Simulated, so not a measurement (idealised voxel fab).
process module | voxel air gaps
cross-section cut | 210 nm wide | cells 5 nm
A cross-section is a grid of square cells, given in bands from the top down. A band is one or more rows of cells.
Each band's line starts with the height of the band's top and of its bottom, in nm. Then come its materials from left to right, each with its width in nm. One material with "throughout" fills the band from edge to edge. "air" is empty space.
Height 0 is the level under which the wafer as received is all one material. The lowest band goes on downwards, as in "0 down".
A width such as "30 to 40" changes by the same amount from each row of cells to the next, from the band's top row to its bottom row.
"no change" after a step means that no cell of the cross-section changed.
closed voids: empty space of 8 cells or more with no open way to the top, each as width x height at its distance from the left edge, in nm
after a step's settings: what the simulator itself notes on the step
overlay nm, on a step with a mask: how far to the right of its planned place the mask lay; to the left if negative
plan
1 op RECEIVE | material Si
2 op CONFORMAL_DEP | material SiO2 | thk nm 10
3 op CONFORMAL_DEP | material SiCN | thk nm 5
4 op DIRECTIONAL_DEP | material SiO2 | thk nm 35
5 op PATTERN | tone open | mask id LINES | material resist | width nm 15 | pitch nm 40 | thk nm 15 | overlay nm 0
6 op DIRECTIONAL_ETCH | etch materials SiO2 | depth nm 35
7 op STRIP | etch materials resist
8 op CONFORMAL_DEP | material TiN | thk nm 5
9 op FILL_DEP | material Cu | thk nm 10
10 op CMP | height nm 50
11 op EPI | material Ru | thk nm 10
12 op SELECTIVE_ETCH | etch materials SiO2 | depth nm 45
13 op CONFORMAL_DEP | material SiCN | thk nm 5
as received, after step 1
  0 down: Si throughout
  closed voids: none
a wafer at the end: this start, this plan, one mistake
  65 to 60: air 30 | SiCN 125 | air 55
  60 to 50: air 30 | SiCN 5 | Ru 35 | SiCN 5 | Ru 35 | SiCN 5 | Ru 35 | SiCN 5 | air 55
  50 to 45: air 30 | SiCN 15 | TiN 5 | Cu 5 | TiN 5 | SiCN 25 | TiN 5 | Cu 5 | TiN 5 | SiCN 25 | TiN 5 | Cu 5 | TiN 5 | SiCN 15 | air 55
  45 to 20: air 40 | SiCN 5 | TiN 5 | Cu 5 | TiN 5 | SiCN 5 | air 15 | SiCN 5 | TiN 5 | Cu 5 | TiN 5 | SiCN 5 | air 15 | SiCN 5 | TiN 5 | Cu 5 | TiN 5 | SiCN 5 | air 65
  20 to 15: SiCN 45 | TiN 15 | SiCN 25 | TiN 15 | SiCN 25 | TiN 15 | SiCN 70
  15 to 10: SiCN throughout
  10 to 0: SiO2 throughout
  0 down: Si throughout
  closed voids: 15 x 25 at 65; 15 x 25 at 105
what went wrong: step 5 ran as: op PATTERN | tone open | mask id LINES | material resist | width nm 15 | pitch nm 40 | thk nm 15 | overlay nm -10
